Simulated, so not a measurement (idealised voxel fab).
Herein follows the process module entitled voxel fin reveal.
The width of the displayed cross-section, cut, is 230 nm; its cells are square, with a size of 5 nm.
Just so we're on the same page, the cross-sections are grids of square cells, and they're listed out in bands top to bottom, each band one or more rows deep.
Basically the band line says how high the top is and how high the bottom is, in nm, and then what's in it from left to right, every material with its width in nm. Empty space shows up as "empty", and if a single material carries "edge to edge" it runs the full band edge to edge.
Heights are measured from 0, the level below which the as-received wafer is all one material; the lowest band has no bottom and continues downward, written as in "0 down".
So if you see something like "30->40" for the width, read it as the top row of the band sitting at the first number and the bottom row at the second, with every row in between moving by the same amount as the last.
The cross-section has no changed cell in any step marked "identical to before".
If an empty space has no open way to the top and is at least 8 cells in size, "Sealed cavities" lists it, written width x height at distance, where distance is measured from the left edge and every value is in nm.
Text after the settings on a step's line: the simulator's own remark on that step.
When a step includes a mask, the "overlay nm" setting on its line states how far to the right of its planned place that mask lay, and negative values state how far to the left.

# Listed below are the process steps as planned
1 RECEIVE | material Si
2 CONFORMAL_DEP | material SiN | thk nm 5
3 MASKED_ETCH | tone cover | mask id FINS | width nm 15 | pitch nm 35 | etch materials SiN | depth nm 5 | overlay nm 0
4 MASKED_ETCH | tone cover | mask id FINS | width nm 15 | pitch nm 35 | etch materials Si | depth nm 30 | overlay nm 0
5 OXIDIZE | depth nm 5
6 FILL_DEP | material SiO2 | thk nm 5
7 CMP | height nm 5
8 SELECTIVE_ETCH | etch materials SiO2 | depth nm 25
9 STRIP | etch materials SiN

# So this is the incoming wafer in cross-section - it's already been through step 1
0 down  Si edge to edge
Sealed cavities: none

# Module complete, cross-section. Starting point and plan per above. One mistake made in running the module
0 to -20  empty 95 | Si 5 | empty 30 | Si 5 | empty 95
-20 to -25  SiO2 95 | Si 5 | SiO2 30 | Si 5 | SiO2 95
-25 down  Si edge to edge
Sealed cavities: none
Short version of what went wrong: note that step 4 departed from the planned setting and was carried out as MASKED_ETCH | tone cover | mask id FINS | width nm 15 | pitch nm 35 | etch materials Si | depth nm 20 | overlay nm 0
